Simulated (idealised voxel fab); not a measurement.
This section sets out a process module, namely voxel transistor to metal.
Section cut is 180 nm wide and gridded with 5 nm square cells.
In this document a cross-section is written as a grid of square cells. It is given as a series of bands, listed from the top down, and a band is one or more rows of cells. Heights first: top, then bottom, in nm. Then materials, left to right, each with a width in nm. "full width" on a single material: fills the band edge to edge. "empty": empty space. Height is counted from the level 0, under which the received wafer is composed throughout of one material. The lowest of the bands is not closed at the bottom but continues downward, in the notation "from 0 down". Top row gets the first number, bottom row gets the second, and each row in between changes by the same step: that is how a band width like "30 to 40" works. Basically "no change occurred" means that step didn't change any cell in the cross-section. Closed-off voids of 8+ cells (no open route to the top) go in "Closed void roster", written width x height at distance from the left edge, in nm. The remark found on a step's line after its settings is issued by the simulator itself and pertains to that step. When a step includes a mask, the "overlay nm" setting on its line states how far to the right of its planned place that mask lay, and negative values state how far to the left. Below you will find pairs of cross-sections. In each, one shows the wafer before one process step and the other after it, with the after view ending at the lowest band that changed. Under each pair is the step separating them, along with its settings. Do not assume the pairs form a chain: they can come from different runs of this module on the same starting wafer, and a pair continues from the pair above it only when its "State on entry" entry says so.
State on entry
  from 75 to 65 = SiO2 full width
  from 65 to 60 = 35 of SiO2, then 25 of SiN, then 55 of SiO2, then 25 of SiN, then 40 of SiO2
  from 60 to 40 = 35 of SiO2, then 5 of SiN, then 15 of Ru, then 5 of SiN, then 55 of SiO2, then 5 of SiN, then 15 of Ru, then 5 of SiN, then 40 of SiO2
  from 40 to 35 = 40 of SiN, then 15 of TiN, then 65 of SiN, then 15 of TiN, then 45 of SiN
  from 35 to 25 = 40 of SiO2, then 5 of TiN, then 5 of W, then 5 of TiN, then 65 of SiO2, then 5 of TiN, then 5 of W, then 5 of TiN, then 45 of SiO2
  from 25 to 10 = 40 of SiO2, then 5 of TiN, then 5 of W, then 5 of TiN, then 15 of SiO2, then 5 of SiN, then 5 of HfO2, then 5 of TiN, then 5 of W, then 5 of TiN, then 5 of HfO2, then 5 of SiN, then 15 of SiO2, then 5 of TiN, then 5 of W, then 5 of TiN, then 45 of SiO2
  from 10 to 5 = 40 of SiO2, then 5 of TiN, then 5 of W, then 5 of TiN, then 15 of nSi, then 5 of SiN, then 5 of HfO2, then 5 of TiN, then 5 of W, then 5 of TiN, then 5 of HfO2, then 5 of SiN, then 15 of nSi, then 5 of TiN, then 5 of W, then 5 of TiN, then 45 of SiO2
  from 5 to 0 = 25 of SiO2, then 5 of SiN, then 10 of SiO2, then 5 of TiN, then 5 of W, then 5 of TiN, then 15 of nSi, then 5 of SiN, then 5 of HfO2, then 15 of TiN, then 5 of HfO2, then 5 of SiN, then 15 of nSi, then 5 of TiN, then 5 of W, then 5 of TiN, then 10 of SiO2, then 5 of SiN, then 30 of SiO2
  from 0 to -5 = 40 of SiO2, then 15 of TiN, then 15 of nSi, then 35 of HfO2, then 15 of nSi, then 15 of TiN, then 45 of SiO2
  from -5 to -20 = 35 of SiO2, then 35 of nSi, then 35 of Si, then 35 of nSi, then 40 of SiO2
  from -20 to -25 = 35 of SiO2, then 105 of Si, then 40 of SiO2
  from -25 down = Si full width
  Closed void roster: none
Cross-Section After Step
  from 70 to 65 = SiO2 full width
  Nothing below the height 65 has changed.
  Closed void roster: none
Step that separates the before view from the after view above: CMP (height nm 70)
State on entry: this step begins from the cross-section that the pair just above shows after its step.
Cross-Section After Step
  from 75 to 70 = SiCN full width
  Nothing below the height 70 has changed.
  Closed void roster: none
Step that separates the before view from the after view above: CONFORMAL_DEP (material SiCN; thk nm 5)
State on entry
  from 60 to 40 = Ru full width
  from 40 to 35 = TiN full width
  from 35 to 25 = 40 of SiO2, then 5 of TiN, then 5 of W, then 5 of TiN, then 65 of SiO2, then 5 of TiN, then 5 of W, then 5 of TiN, then 45 of SiO2
  from 25 to 10 = 40 of SiO2, then 5 of TiN, then 5 of W, then 5 of TiN, then 15 of SiO2, then 5 of SiN, then 5 of HfO2, then 5 of TiN, then 5 of W, then 5 of TiN, then 5 of HfO2, then 5 of SiN, then 15 of SiO2, then 5 of TiN, then 5 of W, then 5 of TiN, then 45 of SiO2
  from 10 to 5 = 40 of SiO2, then 5 of TiN, then 5 of W, then 5 of TiN, then 15 of nSi, then 5 of SiN, then 5 of HfO2, then 5 of TiN, then 5 of W, then 5 of TiN, then 5 of HfO2, then 5 of SiN, then 15 of nSi, then 5 of TiN, then 5 of W, then 5 of TiN, then 45 of SiO2
  from 5 to 0 = 25 of SiO2, then 5 of SiN, then 10 of SiO2, then 5 of TiN, then 5 of W, then 5 of TiN, then 15 of nSi, then 5 of SiN, then 5 of HfO2, then 15 of TiN, then 5 of HfO2, then 5 of SiN, then 15 of nSi, then 5 of TiN, then 5 of W, then 5 of TiN, then 10 of SiO2, then 5 of SiN, then 30 of SiO2
  from 0 to -5 = 40 of SiO2, then 15 of TiN, then 15 of nSi, then 35 of HfO2, then 15 of nSi, then 15 of TiN, then 45 of SiO2
  from -5 to -20 = 35 of SiO2, then 35 of nSi, then 35 of Si, then 35 of nSi, then 40 of SiO2
  from -20 to -25 = 35 of SiO2, then 105 of Si, then 40 of SiO2
  from -25 down = Si full width
  Closed void roster: none
Cross-Section After Step
  from 60 to 40 = 35 of empty, then 25 of Ru, then 55 of empty, then 25 of Ru, then 40 of empty
  Nothing below the height 40 has changed.
  Closed void roster: none
Step that separates the before view from the after view above: MASKED_ETCH (tone cover; mask id METAL_1; width nm 25; pitch nm 80; etch materials Ru; depth nm 20; overlay nm 0)
State on entry: this step begins from the cross-section that the pair just above shows after its step.
Cross-Section After Step
  from 60 to 40 = 35 of empty, then 25 of Ru, then 55 of empty, then 25 of Ru, then 40 of empty
  from 40 to 35 = 35 of empty, then 25 of TiN, then 55 of empty, then 25 of TiN, then 40 of empty
  Nothing below the height 35 has changed.
  Closed void roster: none
Step that separates the before view from the after view above: MASKED_ETCH (tone cover; mask id METAL_1; width nm 15; pitch nm 80; etch materials TiN; depth nm 5; overlay nm 0)
State on entry: this step begins from the cross-section that the pair just above shows after its step.
Cross-Section After Step
  from 65 to 60 = 30 of empty, then 35 of SiN, then 45 of empty, then 35 of SiN, then 35 of empty
  from 60 to 40 = 30 of empty, then 5 of SiN, then 25 of Ru, then 5 of SiN, then 45 of empty, then 5 of SiN, then 25 of Ru, then 5 of SiN, then 35 of empty
  from 40 to 35 = 35 of SiN, then 25 of TiN, then 55 of SiN, then 25 of TiN, then 40 of SiN
  Nothing below the height 35 has changed.
  Closed void roster: none
Step that separates the before view from the after view above: CONFORMAL_DEP (material SiN; thk nm 5)
State on entry: this step begins from the cross-section that the pair just above shows after its step.
Cross-Section After Step
  from 75 to 65 = SiO2 full width
  from 65 to 60 = 30 of SiO2, then 35 of SiN, then 45 of SiO2, then 35 of SiN, then 35 of SiO2
  from 60 to 40 = 30 of SiO2, then 5 of SiN, then 25 of Ru, then 5 of SiN, then 45 of SiO2, then 5 of SiN, then 25 of Ru, then 5 of SiN, then 35 of SiO2
  Nothing below the height 40 has changed.
  Closed void roster: none
Step that separates the before view from the after view above: FILL_DEP (material SiO2; thk nm 10)
State on entry: this step begins from the cross-section that the pair just above shows after its step.
Cross-Section After Step
  from 60 to 40 = 30 of SiO2, then 5 of SiN, then 25 of Ru, then 5 of SiN, then 45 of SiO2, then 5 of SiN, then 25 of Ru, then 5 of SiN, then 35 of SiO2
  Nothing below the height 40 has changed.
  Closed void roster: none
Step that separates the before view from the after view above: CMP (height nm 60)
State on entry: this step begins from the cross-section that the pair just above shows after its step.
Cross-Section After Step
  from 65 to 60 = SiCN full width
  Nothing below the height 60 has changed.
  Closed void roster: none
Step that separates the before view from the after view above: CONFORMAL_DEP (material SiCN; thk nm 5)
State on entry
  from 30 to 15 = aC full width
  from 15 to 5 = SiN full width
  from 5 to 0 = SiO2 full width
  from 0 down = Si full width
  Closed void roster: none
Cross-Section After Step
  from 65 to 30 = 20 of empty, then 115 of resist, then 45 of empty
  Nothing below the height 30 has changed.
  Closed void roster: none
Step that separates the before view from the after view above: PATTERN (tone cover; mask id ACTIVE; material resist; width nm 115; thk nm 35; overlay nm -10)
State on entry: this step begins from the cross-section that the pair just above shows after its step.
Cross-Section After Step
  from 50 to 30 = 20 of empty, then 115 of resist, then 45 of empty
  from 30 to 15 = 20 of empty, then 115 of aC, then 45 of empty
  Nothing below the height 15 has changed.
  Closed void roster: none
Step that separates the before view from the after view above: DIRECTIONAL_ETCH (etch materials aC; depth nm 15)
State on entry: this step begins from the cross-section that the pair just above shows after its step.
Cross-Section After Step
  from 30 to 15 = 20 of empty, then 115 of aC, then 45 of empty
  Nothing below the height 15 has changed.
  Closed void roster: none
Step that separates the before view from the after view above: STRIP (etch materials resist)
State on entry: this step begins from the cross-section that the pair just above shows after its step.
Cross-Section After Step
  from 30 to 15 = 20 of empty, then 115 of aC, then 45 of empty
  from 15 to 5 = 20 of empty, then 115 of SiN, then 45 of empty
  Nothing below the height 5 has changed.
  Closed void roster: none
Step that separates the before view from the after view above: DIRECTIONAL_ETCH (etch materials SiN; depth nm 10)
State on entry: this step begins from the cross-section that the pair just above shows after its step.
Cross-Section After Step
  from 30 to 15 = 20 of empty, then 115 of aC, then 45 of empty
  from 15 to 5 = 20 of empty, then 115 of SiN, then 45 of empty
  from 5 to 0 = 20 of empty, then 115 of SiO2, then 45 of empty
  Nothing below the height 0 has changed.
  Closed void roster: none
Step that separates the before view from the after view above: DIRECTIONAL_ETCH (etch materials SiO2; depth nm 5)
State on entry: this step begins from the cross-section that the pair just above shows after its step.
Cross-Section After Step
  from 30 to 15 = 20 of empty, then 115 of aC, then 45 of empty
  from 15 to 5 = 20 of empty, then 115 of SiN, then 45 of empty
  from 5 to 0 = 20 of empty, then 115 of SiO2, then 45 of empty
  from 0 to -20 = 20 of empty, then 115 of Si, then 45 of empty
  Nothing below the height -20 has changed.
  Closed void roster: none
Step that separates the before view from the after view above: DIRECTIONAL_ETCH (etch materials Si; depth nm 20)
State on entry: this step begins from the cross-section that the pair just above shows after its step.
Cross-Section After Step
  from 15 to 5 = 20 of empty, then 115 of SiN, then 45 of empty
  Nothing below the height 5 has changed.
  Closed void roster: none
Step that separates the before view from the after view above: STRIP (etch materials aC)
State on entry: this step begins from the cross-section that the pair just above shows after its step.
Cross-Section After Step
  from 15 to 5 = 20 of empty, then 115 of SiN, then 45 of empty
  from 5 to 0 = 20 of empty, then 115 of SiO2, then 45 of empty
  from 0 to -20 = 20 of empty, then 5 of SiO2, then 105 of Si, then 5 of SiO2, then 45 of empty
  from -20 to -25 = 25 of SiO2, then 105 of Si, then 50 of SiO2
  Nothing below the height -25 has changed.
  Closed void roster: none
Step that separates the before view from the after view above: OXIDIZE (depth nm 5)
State on entry: this step begins from the cross-section that the pair just above shows after its step.
Cross-Section After Step
  from 30 to 15 = SiO2 full width
  from 15 to 5 = 20 of SiO2, then 115 of SiN, then 45 of SiO2
  from 5 to 0 = SiO2 full width
  from 0 to -25 = 25 of SiO2, then 105 of Si, then 50 of SiO2
  Nothing below the height -25 has changed.
  Closed void roster: none
Step that separates the before view from the after view above: FILL_DEP (material SiO2; thk nm 15)
State on entry: this step begins from the cross-section that the pair just above shows after its step.
Cross-Section After Step
  from 15 to 5 = 20 of SiO2, then 115 of SiN, then 45 of SiO2
  Nothing below the height 5 has changed.
  Closed void roster: none
Step that separates the before view from the after view above: CMP (height nm 15)
State on entry: this step begins from the cross-section that the pair just above shows after its step.
Cross-Section After Step
  from 15 to 10 = 20 of empty, then 115 of SiN, then 45 of empty
  Nothing below the height 10 has changed.
  Closed void roster: none
Step that separates the before view from the after view above: SELECTIVE_ETCH (etch materials SiO2; depth nm 5)
State on entry: this step begins from the cross-section that the pair just above shows after its step.
Cross-Section After Step
  from 10 to 5 = 20 of SiO2, then 115 of empty, then 45 of SiO2
  Nothing below the height 5 has changed.
  Closed void roster: none
Step that separates the before view from the after view above: STRIP (etch materials SiN)
State on entry: this step begins from the cross-section that the pair just above shows after its step.
Cross-Section After Step
  from 5 to 0 = 15 of SiO2, then 125 of empty, then 40 of SiO2
  Nothing below the height 0 has changed.
  Closed void roster: none
Step that separates the before view from the after view above: SELECTIVE_ETCH (etch materials SiO2; depth nm 5)
State on entry: this step begins from the cross-section that the pair just above shows after its step.
Cross-Section After Step
  from 5 to 0 = 15 of SiO2, then 125 of empty, then 40 of SiO2
  from 0 to -5 = SiO2 full width
  Nothing below the height -5 has changed.
  Closed void roster: none
Step that separates the before view from the after view above: OXIDIZE (depth nm 5)
State on entry: this step begins from the cross-section that the pair just above shows after its step.
Cross-Section After Step
  from 35 to 30 = 15 of polySi, then 125 of empty, then 40 of polySi
  from 30 to 5 = polySi full width
  from 5 to 0 = 15 of SiO2, then 125 of polySi, then 40 of SiO2
  Nothing below the height 0 has changed.
  Closed void roster: none
Step that separates the before view from the after view above: DIRECTIONAL_DEP (material polySi; thk nm 30)
State on entry: this step begins from the cross-section that the pair just above shows after its step.
Cross-Section After Step
  from 45 to 40 = 15 of SiCN, then 125 of empty, then 40 of SiCN
  from 40 to 35 = SiCN full width
  from 35 to 30 = 15 of polySi, then 125 of SiCN, then 40 of polySi
  Nothing below the height 30 has changed.
  Closed void roster: none
Step that separates the before view from the after view above: DIRECTIONAL_DEP (material SiCN; thk nm 10)
State on entry: this step begins from the cross-section that the pair just above shows after its step.
Cross-Section After Step
  from 40 to 35 = 75 of empty, then 25 of SiCN, then 80 of empty
  from 35 to 30 = 15 of polySi, then 60 of empty, then 25 of SiCN, then 40 of empty, then 40 of polySi
  Nothing below the height 30 has changed.
  Closed void roster: none
Step that separates the before view from the after view above: MASKED_ETCH (tone cover; mask id GATE; width nm 25; etch materials SiCN; depth nm 20; overlay nm 0)
State on entry: this step begins from the cross-section that the pair just above shows after its step.
Cross-Section After Step
  from 40 to 30 = 75 of empty, then 25 of SiCN, then 80 of empty
  from 30 to 5 = 75 of empty, then 25 of polySi, then 80 of empty
  from 5 to 0 = 15 of SiO2, then 60 of empty, then 25 of polySi, then 40 of empty, then 40 of SiO2
  Nothing below the height 0 has changed.
  Closed void roster: none
Step that separates the before view from the after view above: MASKED_ETCH (tone cover; mask id GATE; width nm 25; etch materials polySi; depth nm 40; overlay nm 0)
State on entry: this step begins from the cross-section that the pair just above shows after its step.
Cross-Section After Step
  from 45 to 40 = 70 of empty, then 35 of SiN, then 75 of empty
  from 40 to 30 = 70 of empty, then 5 of SiN, then 25 of SiCN, then 5 of SiN, then 75 of empty
  from 30 to 10 = 70 of empty, then 5 of SiN, then 25 of polySi, then 5 of SiN, then 75 of empty
  from 10 to 5 = 20 of SiN, then 50 of empty, then 5 of SiN, then 25 of polySi, then 5 of SiN, then 30 of empty, then 45 of SiN
  from 5 to 0 = 15 of SiO2, then 60 of SiN, then 25 of polySi, then 40 of SiN, then 40 of SiO2
  Nothing below the height 0 has changed.
  Closed void roster: none
Step that separates the before view from the after view above: CONFORMAL_DEP (material SiN; thk nm 5)
State on entry: this step begins from the cross-section that the pair just above shows after its step.
Cross-Section After Step
  from 40 to 30 = 70 of empty, then 5 of SiN, then 25 of SiCN, then 5 of SiN, then 75 of empty
  from 30 to 5 = 70 of empty, then 5 of SiN, then 25 of polySi, then 5 of SiN, then 75 of empty
  from 5 to 0 = 15 of SiO2, then 5 of SiN, then 50 of empty, then 5 of SiN, then 25 of polySi, then 5 of SiN, then 30 of empty, then 5 of SiN, then 40 of SiO2
  Nothing below the height 0 has changed.
  Closed void roster: none
Step that separates the before view from the after view above: DIRECTIONAL_ETCH (etch materials SiN; depth nm 5)
State on entry: this step begins from the cross-section that the pair just above shows after its step.
Cross-Section After Step
  from 40 to 30 = 70 of empty, then 5 of SiN, then 25 of SiCN, then 5 of SiN, then 75 of empty
  from 30 to 5 = 70 of empty, then 5 of SiN, then 25 of polySi, then 5 of SiN, then 75 of empty
  from 5 to 0 = 15 of empty, then 5 of SiN, then 50 of empty, then 5 of SiN, then 25 of polySi, then 5 of SiN, then 30 of empty, then 5 of SiN, then 40 of empty
  from 0 to -5 = 20 of SiO2, then 50 of empty, then 35 of SiO2, then 30 of empty, then 45 of SiO2
  Nothing below the height -5 has changed.
  Closed void roster: none
Step that separates the before view from the after view above: DIRECTIONAL_ETCH (etch materials SiO2; depth nm 5)
State on entry: this step begins from the cross-section that the pair just above shows after its step.
Cross-Section After Step
  from 40 to 30 = 70 of empty, then 5 of SiN, then 25 of SiCN, then 5 of SiN, then 75 of empty
  from 30 to 5 = 70 of empty, then 5 of SiN, then 25 of polySi, then 5 of SiN, then 75 of empty
  from 5 to 0 = 15 of empty, then 5 of SiN, then 50 of empty, then 5 of SiN, then 25 of polySi, then 5 of SiN, then 30 of empty, then 5 of SiN, then 40 of empty
  from 0 to -5 = 20 of SiO2, then 50 of empty, then 35 of SiO2, then 30 of empty, then 45 of SiO2
  from -5 to -20 = 25 of SiO2, then 45 of empty, then 35 of Si, then 25 of empty, then 50 of SiO2
  Nothing below the height -20 has changed.
  Closed void roster: none
Step that separates the before view from the after view above: DIRECTIONAL_ETCH (etch materials Si; depth nm 15)
State on entry: this step begins from the cross-section that the pair just above shows after its step.
Cross-Section After Step
  from 40 to 30 = 70 of empty, then 5 of SiN, then 25 of SiCN, then 5 of SiN, then 75 of empty
  from 30 to 10 = 70 of empty, then 5 of SiN, then 25 of polySi, then 5 of SiN, then 75 of empty
  from 10 to 5 = 55 of empty, then 15 of nSi, then 5 of SiN, then 25 of polySi, then 5 of SiN, then 15 of nSi, then 60 of empty
  from 5 to 0 = 15 of empty, then 5 of SiN, then 35 of empty, then 15 of nSi, then 5 of SiN, then 25 of polySi, then 5 of SiN, then 15 of nSi, then 15 of empty, then 5 of SiN, then 40 of empty
  from 0 to -5 = 20 of SiO2, then 35 of empty, then 15 of nSi, then 35 of SiO2, then 15 of nSi, then 15 of empty, then 45 of SiO2
  from -5 to -20 = 25 of SiO2, then 45 of nSi, then 35 of Si, then 25 of nSi, then 50 of SiO2
  Nothing below the height -20 has changed.
  Closed void roster: none
Step that separates the before view from the after view above: EPI (material nSi; thk nm 15)
State on entry: this step begins from the cross-section that the pair just above shows after its step.
Cross-Section After Step
  from 45 to 40 = SiO2 full width
  from 40 to 30 = 70 of SiO2, then 5 of SiN, then 25 of SiCN, then 5 of SiN, then 75 of SiO2
  from 30 to 10 = 70 of SiO2, then 5 of SiN, then 25 of polySi, then 5 of SiN, then 75 of SiO2
  from 10 to 5 = 55 of SiO2, then 15 of nSi, then 5 of SiN, then 25 of polySi, then 5 of SiN, then 15 of nSi, then 60 of SiO2
  from 5 to 0 = 15 of SiO2, then 5 of SiN, then 35 of SiO2, then 15 of nSi, then 5 of SiN, then 25 of polySi, then 5 of SiN, then 15 of nSi, then 15 of SiO2, then 5 of SiN, then 40 of SiO2
  from 0 to -5 = 55 of SiO2, then 15 of nSi, then 35 of SiO2, then 15 of nSi, then 60 of SiO2
  Nothing below the height -5 has changed.
  Closed void roster: none
Step that separates the before view from the after view above: FILL_DEP (material SiO2; thk nm 5)
State on entry: this step begins from the cross-section that the pair just above shows after its step.
Cross-Section After Step
  from 30 to 10 = 70 of SiO2, then 5 of SiN, then 25 of polySi, then 5 of SiN, then 75 of SiO2
  Nothing below the height 10 has changed.
  Closed void roster: none
Step that separates the before view from the after view above: CMP (height nm 30)
State on entry: this step begins from the cross-section that the pair just above shows after its step.
Cross-Section After Step
  from 30 to 10 = 70 of SiO2, then 5 of SiN, then 25 of empty, then 5 of SiN, then 75 of SiO2
  from 10 to 5 = 55 of SiO2, then 15 of nSi, then 5 of SiN, then 25 of empty, then 5 of SiN, then 15 of nSi, then 60 of SiO2
  from 5 to 0 = 15 of SiO2, then 5 of SiN, then 35 of SiO2, then 15 of nSi, then 5 of SiN, then 25 of empty, then 5 of SiN, then 15 of nSi, then 15 of SiO2, then 5 of SiN, then 40 of SiO2
  Nothing below the height 0 has changed.
  Closed void roster: none
Step that separates the before view from the after view above: STRIP (etch materials polySi)
State on entry: this step begins from the cross-section that the pair just above shows after its step.
Cross-Section After Step
  from 30 to 25 = 70 of empty, then 5 of SiN, then 25 of empty, then 5 of SiN, then 75 of empty
  from 25 to 10 = 70 of SiO2, then 5 of SiN, then 25 of empty, then 5 of SiN, then 75 of SiO2
  from 10 to 5 = 55 of SiO2, then 15 of nSi, then 5 of SiN, then 25 of empty, then 5 of SiN, then 15 of nSi, then 60 of SiO2
  from 5 to 0 = 15 of SiO2, then 5 of SiN, then 35 of SiO2, then 15 of nSi, then 5 of SiN, then 25 of empty, then 5 of SiN, then 15 of nSi, then 15 of SiO2, then 5 of SiN, then 40 of SiO2
  from 0 to -5 = 55 of SiO2, then 15 of nSi, then 35 of empty, then 15 of nSi, then 60 of SiO2
  Nothing below the height -5 has changed.
  Closed void roster: none
Step that separates the before view from the after view above: SELECTIVE_ETCH (etch materials SiO2; depth nm 5)
State on entry: this step begins from the cross-section that the pair just above shows after its step.
Cross-Section After Step
  from 35 to 30 = 65 of empty, then 15 of HfO2, then 15 of empty, then 15 of HfO2, then 70 of empty
  from 30 to 25 = 70 of HfO2, then 5 of SiN, then 5 of HfO2, then 15 of empty, then 5 of HfO2, then 5 of SiN, then 75 of HfO2
  from 25 to 10 = 70 of SiO2, then 5 of SiN, then 5 of HfO2, then 15 of empty, then 5 of HfO2, then 5 of SiN, then 75 of SiO2
  from 10 to 5 = 55 of SiO2, then 15 of nSi, then 5 of SiN, then 5 of HfO2, then 15 of empty, then 5 of HfO2, then 5 of SiN, then 15 of nSi, then 60 of SiO2
  from 5 to 0 = 15 of SiO2, then 5 of SiN, then 35 of SiO2, then 15 of nSi, then 5 of SiN, then 5 of HfO2, then 15 of empty, then 5 of HfO2, then 5 of SiN, then 15 of nSi, then 15 of SiO2, then 5 of SiN, then 40 of SiO2
  from 0 to -5 = 55 of SiO2, then 15 of nSi, then 35 of HfO2, then 15 of nSi, then 60 of SiO2
  Nothing below the height -5 has changed.
  Closed void roster: none
Step that separates the before view from the after view above: CONFORMAL_DEP (material HfO2; thk nm 5)
State on entry: this step begins from the cross-section that the pair just above shows after its step.
Cross-Section After Step
  from 40 to 35 = 60 of empty, then 25 of TiN, then 5 of empty, then 25 of TiN, then 65 of empty
  from 35 to 30 = 65 of TiN, then 15 of HfO2, then 5 of TiN, then 5 of empty, then 5 of TiN, then 15 of HfO2, then 70 of TiN
  from 30 to 25 = 70 of HfO2, then 5 of SiN, then 5 of HfO2, then 5 of TiN, then 5 of empty, then 5 of TiN, then 5 of HfO2, then 5 of SiN, then 75 of HfO2
  from 25 to 10 = 70 of SiO2, then 5 of SiN, then 5 of HfO2, then 5 of TiN, then 5 of empty, then 5 of TiN, then 5 of HfO2, then 5 of SiN, then 75 of SiO2
  from 10 to 5 = 55 of SiO2, then 15 of nSi, then 5 of SiN, then 5 of HfO2, then 5 of TiN, then 5 of empty, then 5 of TiN, then 5 of HfO2, then 5 of SiN, then 15 of nSi, then 60 of SiO2
  from 5 to 0 = 15 of SiO2, then 5 of SiN, then 35 of SiO2, then 15 of nSi, then 5 of SiN, then 5 of HfO2, then 15 of TiN, then 5 of HfO2, then 5 of SiN, then 15 of nSi, then 15 of SiO2, then 5 of SiN, then 40 of SiO2
  Nothing below the height 0 has changed.
  Closed void roster: none
Step that separates the before view from the after view above: CONFORMAL_DEP (material TiN; thk nm 5)
State on entry: this step begins from the cross-section that the pair just above shows after its step.
Cross-Section After Step
  from 50 to 40 = W full width
  from 40 to 35 = 60 of W, then 25 of TiN, then 5 of W, then 25 of TiN, then 65 of W
  from 35 to 30 = 65 of TiN, then 15 of HfO2, then 5 of TiN, then 5 of W, then 5 of TiN, then 15 of HfO2, then 70 of TiN
  from 30 to 25 = 70 of HfO2, then 5 of SiN, then 5 of HfO2, then 5 of TiN, then 5 of W, then 5 of TiN, then 5 of HfO2, then 5 of SiN, then 75 of HfO2
  from 25 to 10 = 70 of SiO2, then 5 of SiN, then 5 of HfO2, then 5 of TiN, then 5 of W, then 5 of TiN, then 5 of HfO2, then 5 of SiN, then 75 of SiO2
  from 10 to 5 = 55 of SiO2, then 15 of nSi, then 5 of SiN, then 5 of HfO2, then 5 of TiN, then 5 of W, then 5 of TiN, then 5 of HfO2, then 5 of SiN, then 15 of nSi, then 60 of SiO2
  Nothing below the height 5 has changed.
  Closed void roster: none
Step that separates the before view from the after view above: FILL_DEP (material W; thk nm 10)
State on entry: this step begins from the cross-section that the pair just above shows after its step.
Cross-Section After Step
  from 25 to 10 = 70 of SiO2, then 5 of SiN, then 5 of HfO2, then 5 of TiN, then 5 of W, then 5 of TiN, then 5 of HfO2, then 5 of SiN, then 75 of SiO2
  Nothing below the height 10 has changed.
  Closed void roster: none
Step that separates the before view from the after view above: CMP (height nm 25)
State on entry: this step begins from the cross-section that the pair just above shows after its step.
Cross-Section After Step
  from 35 to 25 = SiO2 full width
  Nothing below the height 25 has changed.
  Closed void roster: none
Step that separates the before view from the after view above: DIRECTIONAL_DEP (material SiO2; thk nm 10)
State on entry: this step begins from the cross-section that the pair just above shows after its step.
Cross-Section After Step
  from 35 to 25 = 40 of SiO2, then 15 of empty, then 65 of SiO2, then 15 of empty, then 45 of SiO2
  from 25 to 10 = 40 of SiO2, then 15 of empty, then 15 of SiO2, then 5 of SiN, then 5 of HfO2, then 5 of TiN, then 5 of W, then 5 of TiN, then 5 of HfO2, then 5 of SiN, then 15 of SiO2, then 15 of empty, then 45 of SiO2
  from 10 to 5 = 40 of SiO2, then 15 of empty, then 15 of nSi, then 5 of SiN, then 5 of HfO2, then 5 of TiN, then 5 of W, then 5 of TiN, then 5 of HfO2, then 5 of SiN, then 15 of nSi, then 15 of empty, then 45 of SiO2
  from 5 to 0 = 15 of SiO2, then 5 of SiN, then 20 of SiO2, then 15 of empty, then 15 of nSi, then 5 of SiN, then 5 of HfO2, then 15 of TiN, then 5 of HfO2, then 5 of SiN, then 15 of nSi, then 15 of empty, then 5 of SiN, then 40 of SiO2
  from 0 to -5 = 40 of SiO2, then 15 of empty, then 15 of nSi, then 35 of HfO2, then 15 of nSi, then 15 of empty, then 45 of SiO2
  Nothing below the height -5 has changed.
  Closed void roster: none
Step that separates the before view from the after view above: MASKED_ETCH (tone open; mask id CONTACT; width nm 15; pitch nm 80; etch materials SiO2; depth nm 40; overlay nm 0)
State on entry: this step begins from the cross-section that the pair just above shows after its step.
Cross-Section After Step
  from 40 to 35 = 45 of TiN, then 5 of empty, then 75 of TiN, then 5 of empty, then 50 of TiN
  from 35 to 25 = 40 of SiO2, then 5 of TiN, then 5 of empty, then 5 of TiN, then 65 of SiO2, then 5 of TiN, then 5 of empty, then 5 of TiN, then 45 of SiO2
  from 25 to 10 = 40 of SiO2, then 5 of TiN, then 5 of empty, then 5 of TiN, then 15 of SiO2, then 5 of SiN, then 5 of HfO2, then 5 of TiN, then 5 of W, then 5 of TiN, then 5 of HfO2, then 5 of SiN, then 15 of SiO2, then 5 of TiN, then 5 of empty, then 5 of TiN, then 45 of SiO2
  from 10 to 5 = 40 of SiO2, then 5 of TiN, then 5 of empty, then 5 of TiN, then 15 of nSi, then 5 of SiN, then 5 of HfO2, then 5 of TiN, then 5 of W, then 5 of TiN, then 5 of HfO2, then 5 of SiN, then 15 of nSi, then 5 of TiN, then 5 of empty, then 5 of TiN, then 45 of SiO2
  from 5 to 0 = 15 of SiO2, then 5 of SiN, then 20 of SiO2, then 5 of TiN, then 5 of empty, then 5 of TiN, then 15 of nSi, then 5 of SiN, then 5 of HfO2, then 15 of TiN, then 5 of HfO2, then 5 of SiN, then 15 of nSi, then 5 of TiN, then 5 of empty, then 5 of TiN, then 5 of SiN, then 40 of SiO2
  from 0 to -5 = 40 of SiO2, then 15 of TiN, then 15 of nSi, then 35 of HfO2, then 15 of nSi, then 15 of TiN, then 45 of SiO2
  Nothing below the height -5 has changed.
  Closed void roster: none
Step that separates the before view from the after view above: CONFORMAL_DEP (material TiN; thk nm 5)
State on entry: this step begins from the cross-section that the pair just above shows after its step.
Cross-Section After Step
  from 45 to 40 = W full width
  from 40 to 35 = 45 of TiN, then 5 of W, then 75 of TiN, then 5 of W, then 50 of TiN
  from 35 to 25 = 40 of SiO2, then 5 of TiN, then 5 of W, then 5 of TiN, then 65 of SiO2, then 5 of TiN, then 5 of W, then 5 of TiN, then 45 of SiO2
  from 25 to 10 = 40 of SiO2, then 5 of TiN, then 5 of W, then 5 of TiN, then 15 of SiO2, then 5 of SiN, then 5 of HfO2, then 5 of TiN, then 5 of W, then 5 of TiN, then 5 of HfO2, then 5 of SiN, then 15 of SiO2, then 5 of TiN, then 5 of W, then 5 of TiN, then 45 of SiO2
  from 10 to 5 = 40 of SiO2, then 5 of TiN, then 5 of W, then 5 of TiN, then 15 of nSi, then 5 of SiN, then 5 of HfO2, then 5 of TiN, then 5 of W, then 5 of TiN, then 5 of HfO2, then 5 of SiN, then 15 of nSi, then 5 of TiN, then 5 of W, then 5 of TiN, then 45 of SiO2
  from 5 to 0 = 15 of SiO2, then 5 of SiN, then 20 of SiO2, then 5 of TiN, then 5 of W, then 5 of TiN, then 15 of nSi, then 5 of SiN, then 5 of HfO2, then 15 of TiN, then 5 of HfO2, then 5 of SiN, then 15 of nSi, then 5 of TiN, then 5 of W, then 5 of TiN, then 5 of SiN, then 40 of SiO2
  Nothing below the height 0 has changed.
  Closed void roster: none
Step that separates the before view from the after view above: FILL_DEP (material W; thk nm 5)
State on entry: this step begins from the cross-section that the pair just above shows after its step.
Cross-Section After Step
  from 35 to 25 = 40 of SiO2, then 5 of TiN, then 5 of W, then 5 of TiN, then 65 of SiO2, then 5 of TiN, then 5 of W, then 5 of TiN, then 45 of SiO2
  Nothing below the height 25 has changed.
  Closed void roster: none
Step that separates the before view from the after view above: CMP (height nm 35)
State on entry: this step begins from the cross-section that the pair just above shows after its step.
Cross-Section After Step
  from 40 to 35 = TiN full width
  Nothing below the height 35 has changed.
  Closed void roster: none
Step that separates the before view from the after view above: DIRECTIONAL_DEP (material TiN; thk nm 5)
State on entry: this step begins from the cross-section that the pair just above shows after its step.
Cross-Section After Step
  from 60 to 40 = Ru full width
  Nothing below the height 40 has changed.
  Closed void roster: none
Step that separates the before view from the after view above: DIRECTIONAL_DEP (material Ru; thk nm 20)
